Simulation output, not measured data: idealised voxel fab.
You're looking at the process module voxel air gaps.
Cross-section cut spans 210 nm and uses square cells 5 nm in size.
This document writes a cross-section as a grid whose cells are square, and gives it as bands, listed from the top down; one or more rows of cells form a band. Basically the band line says how high the top is and how high the bottom is, in nm, and then what's in it from left to right, every material with its width in nm. Empty space shows up as "blank", and if a single material carries "edge to edge" it runs the full band edge to edge. The reference from which all heights are counted is 0, the level beneath which the as-received wafer is entirely one material; the lowest band, having no lower bound, proceeds downward and is written after the example "from 0 down". Per-row width for "30->40": begins at first number (top row of band), ends at second number (bottom row), increment between rows held constant. The cross-section has no changed cell in any step marked "no modifications". In the "Enclosed cavities" entry, you get each enclosed empty space of 8 cells or more, one with no open way to the top, written width x height at distance, distance from the left edge, in nm. It should be noted that, on the line of a given step, the content following the step's settings is a remark produced by the simulator itself with respect to that step. overlay nm: mask right of planned place by this much (step with mask). Neg. = left.
Process steps - plan:
1,RECEIVE [material Si]
2,CONFORMAL_DEP [material SiO2] [thk nm 15]
3,CONFORMAL_DEP [material SiCN] [thk nm 5]
4,DIRECTIONAL_DEP [material SiO2] [thk nm 30]
5,DIRECTIONAL_DEP [material aC] [thk nm 10]
6,PATTERN [tone open] [mask id LINES] [material resist] [width nm 20] [pitch nm 50] [thk nm 30] [overlay nm 0]
7,DIRECTIONAL_ETCH [etch materials aC] [depth nm 10]
8,STRIP [etch materials resist]
9,DIRECTIONAL_ETCH [etch materials SiO2] [depth nm 30]
10,STRIP [etch materials aC]
11,CONFORMAL_DEP [material TiN] [thk nm 5]
12,FILL_DEP [material W] [thk nm 5]
13,CMP [height nm 50]
14,EPI [material Ru] [thk nm 10]
15,SELECTIVE_ETCH [etch materials SiO2] [depth nm 40]
16,CONFORMAL_DEP [material SiCN] [thk nm 5]
The cross-section here shows the wafer as received, i.e. in its state after step 1:
- from 0 down  Si edge to edge
- Enclosed cavities: none
first wafer at the end, as planned:
- from 65 to 60  blank (5) | SiCN (200) | blank (5)
- from 60 to 50  blank (5) | SiCN (5) | Ru (40) | SiCN (10) | Ru (40) | SiCN (10) | Ru (40) | SiCN (10) | Ru (40) | SiCN (5) | blank (5)
- from 50 to 45  blank (5) | SiCN (15) | TiN (5) | W (10) | TiN (5) | SiCN (30) | TiN (5) | W (10) | TiN (5) | SiCN (30) | TiN (5) | W (10) | TiN (5) | SiCN (30) | TiN (5) | W (10) | TiN (5) | SiCN (15) | blank (5)
- from 45 to 25  blank (15) | SiCN (5) | TiN (5) | W (10) | TiN (5) | SiCN (5) | blank (20) | SiCN (5) | TiN (5) | W (10) | TiN (5) | SiCN (5) | blank (20) | SiCN (5) | TiN (5) | W (10) | TiN (5) | SiCN (5) | blank (20) | SiCN (5) | TiN (5) | W (10) | TiN (5) | SiCN (5) | blank (15)
- from 25 to 20  SiCN (20) | TiN (20) | SiCN (30) | TiN (20) | SiCN (30) | TiN (20) | SiCN (30) | TiN (20) | SiCN (20)
- from 20 to 15  SiCN edge to edge
- from 15 to 0  SiO2 edge to edge
- from 0 down  Si edge to edge
- Enclosed cavities: 20 x 20 at 45; 20 x 20 at 95; 20 x 20 at 145
End-of-module cross-section of the second wafer: identical starting point and process plan to the first, with one processing mistake:
- from 65 to 60  blank (10) | SiCN (200)
- from 60 to 50  blank (10) | SiCN (5) | Ru (40) | SiCN (10) | Ru (40) | SiCN (10) | Ru (40) | SiCN (10) | Ru (40) | SiCN (5)
- from 50 to 45  blank (10) | SiCN (15) | TiN (5) | W (10) | TiN (5) | SiCN (30) | TiN (5) | W (10) | TiN (5) | SiCN (30) | TiN (5) | W (10) | TiN (5) | SiCN (30) | TiN (5) | W (10) | TiN (5) | SiCN (15)
- from 45 to 25  blank (20) | SiCN (5) | TiN (5) | W (10) | TiN (5) | SiCN (5) | blank (20) | SiCN (5) | TiN (5) | W (10) | TiN (5) | SiCN (5) | blank (20) | SiCN (5) | TiN (5) | W (10) | TiN (5) | SiCN (5) | blank (20) | SiCN (5) | TiN (5) | W (10) | TiN (5) | SiCN (5) | blank (10)
- from 25 to 20  SiCN (25) | TiN (20) | SiCN (30) | TiN (20) | SiCN (30) | TiN (20) | SiCN (30) | TiN (20) | SiCN (15)
- from 20 to 15  SiCN edge to edge
- from 15 to 0  SiO2 edge to edge
- from 0 down  Si edge to edge
- Enclosed cavities: 20 x 20 at 50; 20 x 20 at 100; 20 x 20 at 150; 10 x 20 at 200
Finding, execution versus plan: step 6 off recipe, ran as PATTERN [tone open] [mask id LINES] [material resist] [width nm 20] [pitch nm 50] [thk nm 30] [overlay nm 5]
At the close, every material occupies the same number of cells on the second wafer as on the first, only in different positions.
Heads up: the first wafer ends with 3 closed voids, the second with 4.
